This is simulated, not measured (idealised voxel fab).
Herein follows the process module entitled voxel gate over fins.
We display cut, a cross-section 275 nm in width whose square cells are each 5 nm.
Square cells in a grid make up a cross-section in this document, and the grid is given as bands, listed from the top down, each one or more rows of cells.
Top height, bottom height, nm. Materials left to right, width each, nm. Single material + "full width" = fills band edge to edge. "blank" = empty.
Height 0 is the level under which the wafer as received is all one material. The lowest band goes on downwards, as in "0 -> down".
The notation "30 to 40" denotes a width that varies across the rows of cells in the band, beginning at the first number in the top row, finishing at the second number in the bottom row, and changing by an identical amount from each row to the next.
Where a step carries "no change", the cross-section came out of it unchanged, cell for cell.
"Closed cavity list" enumerates empty spaces isolated from the top, with no open way to it, that contain at least 8 cells, giving each as width x height at distance from the left edge, all three in nm.
Anything after a step's settings on that line? It's the simulator's own note about the step.
Regarding "overlay nm": on a step with a mask, it is the distance the mask lay to the right of its planned place; a negative value places it to the left.

Listed below are the process steps as planned:
| 1 | RECEIVE | material Si |
| 2 | CONFORMAL_DEP | material SiN | thk nm 10 |
| 3 | PATTERN | tone cover | mask id FINS | material resist | width nm 15 | pitch nm 50 | thk nm 15 | overlay nm 0 |
| 4 | DIRECTIONAL_ETCH | etch materials SiN | depth nm 10 |
| 5 | DIRECTIONAL_ETCH | etch materials Si | depth nm 40 |
| 6 | STRIP | etch materials resist |
| 7 | OXIDIZE | depth nm 5 |
| 8 | FILL_DEP | material SiO2 | thk nm 5 |
| 9 | CMP | height nm 10 |
| 10 | DIRECTIONAL_DEP | material aC | thk nm 10 |
| 11 | PATTERN | tone open | mask id RAIL | material resist | width nm 15 | thk nm 30 | overlay nm 0 |
| 12 | DIRECTIONAL_ETCH | etch materials aC | depth nm 10 |
| 13 | STRIP | etch materials resist |
| 14 | DIRECTIONAL_ETCH | etch materials SiO2 | depth nm 45 |
| 15 | STRIP | etch materials aC |
| 16 | CONFORMAL_DEP | material TiN | thk nm 5 |
| 17 | FILL_DEP | material Ru | thk nm 5 |
| 18 | CMP | height nm 10 |
| 19 | SELECTIVE_ETCH | etch materials W Ru TiN | depth nm 30 |
| 20 | FILL_DEP | material SiO2 | thk nm 5 |
| 21 | CMP | height nm 10 |
| 22 | SELECTIVE_ETCH | etch materials SiO2 | depth nm 20 |
| 23 | STRIP | etch materials SiN |
| 24 | CONFORMAL_DEP | material HfO2 | thk nm 5 |
| 25 | CONFORMAL_DEP | material TiN | thk nm 5 |
| 26 | CONFORMAL_DEP | material TiAl | thk nm 5 |
| 27 | CONFORMAL_DEP | material TiN | thk nm 5 |
| 28 | FILL_DEP | material W | thk nm 15 |
| 29 | CMP | height nm 30 |
| 30 | CONFORMAL_DEP | material SiCN | thk nm 5 |
Where the wafers of this document differ is in the width nm of step 11; they start out the same, and the plan states the value that applied to the first wafer.

First wafer as received, after step 1:
- 0 -> down | Si full width
- Closed cavity list: none

Gained (+) or lost (-) cells of each material since receipt, then closed voids: one row per wafer, at the end of the module:
width nm 15 | +71 HfO2 | +2 Ru | -459 Si | +55 SiCN | +348 SiO2 | +71 TiAl | +149 TiN | +148 W | Closed cavity list: none
width nm 20 | +71 HfO2 | +4 Ru | -459 Si | +55 SiCN | +345 SiO2 | +71 TiAl | +150 TiN | +148 W | Closed cavity list: none
width nm 25 | +71 HfO2 | +6 Ru | -459 Si | +55 SiCN | +342 SiO2 | +71 TiAl | +151 TiN | +148 W | Closed cavity list: none
width nm 30 | +71 HfO2 | +8 Ru | -459 Si | +55 SiCN | +339 SiO2 | +71 TiAl | +152 TiN | +148 W | Closed cavity list: none
